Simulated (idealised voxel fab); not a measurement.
process module | voxel capacitor over wiring
cross-section cut | 145 nm wide | cells 5 nm
A cross-section is a grid of square cells, given in bands from the top down. A band is one or more rows of cells.
Each band's line starts with the height of the band's top and of its bottom, in nm. Then come its materials from left to right, each with its width in nm. One material with "throughout" fills the band from edge to edge. "air" is empty space.
Height 0 is the level under which the wafer as received is all one material. The lowest band goes on downwards, as in "0 down".
A width such as "30 to 40" changes by the same amount from each row of cells to the next, from the band's top row to its bottom row.
"no change" after a step means that no cell of the cross-section changed.
closed voids: empty space of 8 cells or more with no open way to the top, each as width x height at its distance from the left edge, in nm
after a step's settings: what the simulator itself notes on the step
overlay nm, on a step with a mask: how far to the right of its planned place the mask lay; to the left if negative
plan
1 op RECEIVE | material Si
2 op CONFORMAL_DEP | material SiO2 | thk nm 10
3 op CONFORMAL_DEP | material SiN | thk nm 5
4 op DIRECTIONAL_DEP | material SiO2 | thk nm 15
5 op PATTERN | tone open | mask id METAL_1 | material resist | width nm 20 | pitch nm 75 | thk nm 15 | overlay nm 0
6 op DIRECTIONAL_ETCH | etch materials SiO2 | depth nm 15
7 op DIRECTIONAL_ETCH | etch materials SiN | depth nm 5
8 op STRIP | etch materials resist
9 op CONFORMAL_DEP | material TiN | thk nm 5
10 op FILL_DEP | material Cu | thk nm 5
11 op CMP | height nm 30
12 op CONFORMAL_DEP | material SiCN | thk nm 5
13 op DIRECTIONAL_DEP | material SiO2 | thk nm 20
14 op PATTERN | tone open | mask id PLUG_1 | material resist | width nm 15 | thk nm 15 | overlay nm 0
15 op DIRECTIONAL_ETCH | etch materials SiO2 | depth nm 20
16 op DIRECTIONAL_ETCH | etch materials SiCN | depth nm 5
17 op STRIP | etch materials resist
18 op CONFORMAL_DEP | material TiN | thk nm 5
19 op FILL_DEP | material Cu | thk nm 10
20 op CMP | height nm 55
21 op DIRECTIONAL_DEP | material TiN | thk nm 5
22 op DIRECTIONAL_DEP | material SiN | thk nm 5
23 op DIRECTIONAL_DEP | material TiN | thk nm 5
24 op PATTERN | tone cover | mask id UPPER_PLATE | material resist | width nm 60 | thk nm 15 | overlay nm 0
25 op DIRECTIONAL_ETCH | etch materials TiN | depth nm 5
26 op DIRECTIONAL_ETCH | etch materials SiN | depth nm 5
27 op STRIP | etch materials resist
28 op PATTERN | tone cover | mask id LOWER_PLATE | material resist | width nm 70 | thk nm 20 | overlay nm 0
29 op DIRECTIONAL_ETCH | etch materials TiN | depth nm 5
30 op STRIP | etch materials resist
31 op FILL_DEP | material SiO2 | thk nm 20
32 op CMP | height nm 85
33 op PATTERN | tone open | mask id PLUG_2 | material resist | width nm 15 | thk nm 15 | overlay nm 0
34 op DIRECTIONAL_ETCH | etch materials SiO2 | depth nm 15
35 op STRIP | etch materials resist
36 op CONFORMAL_DEP | material TiN | thk nm 5
37 op FILL_DEP | material Ru | thk nm 10
38 op CMP | height nm 85
39 op CONFORMAL_DEP | material SiN | thk nm 5
as received, after step 1
  0 down: Si throughout
  closed voids: none
a wafer at the end: this start, this plan, one mistake
  90 to 85: SiN throughout
  85 to 75: SiO2 40 | TiN 5 | Ru 5 | TiN 5 | SiO2 90
  75 to 65: SiO2 40 to 30 | TiN 15 to 55 | SiO2 90 to 60
  65 to 60: SiO2 30 | SiN 60 | SiO2 55
  60 to 55: SiO2 15 | TiN 75 | SiO2 55
  55 to 35: SiO2 30 | TiN 5 | Cu 5 | TiN 5 | SiO2 100
  35 to 30: SiCN 30 | TiN 15 | SiCN 100
  30 to 15: SiO2 25 | TiN 5 | Cu 10 | TiN 5 | SiO2 55 | TiN 5 | Cu 10 | TiN 5 | SiO2 25
  15 to 10: SiN 25 | TiN 20 | SiN 55 | TiN 20 | SiN 25
  10 to 0: SiO2 throughout
  0 down: Si throughout
  closed voids: none
what went wrong: step 28 ran as: op PATTERN | tone cover | mask id LOWER_PLATE | material resist | width nm 70 | thk nm 20 | overlay nm -10
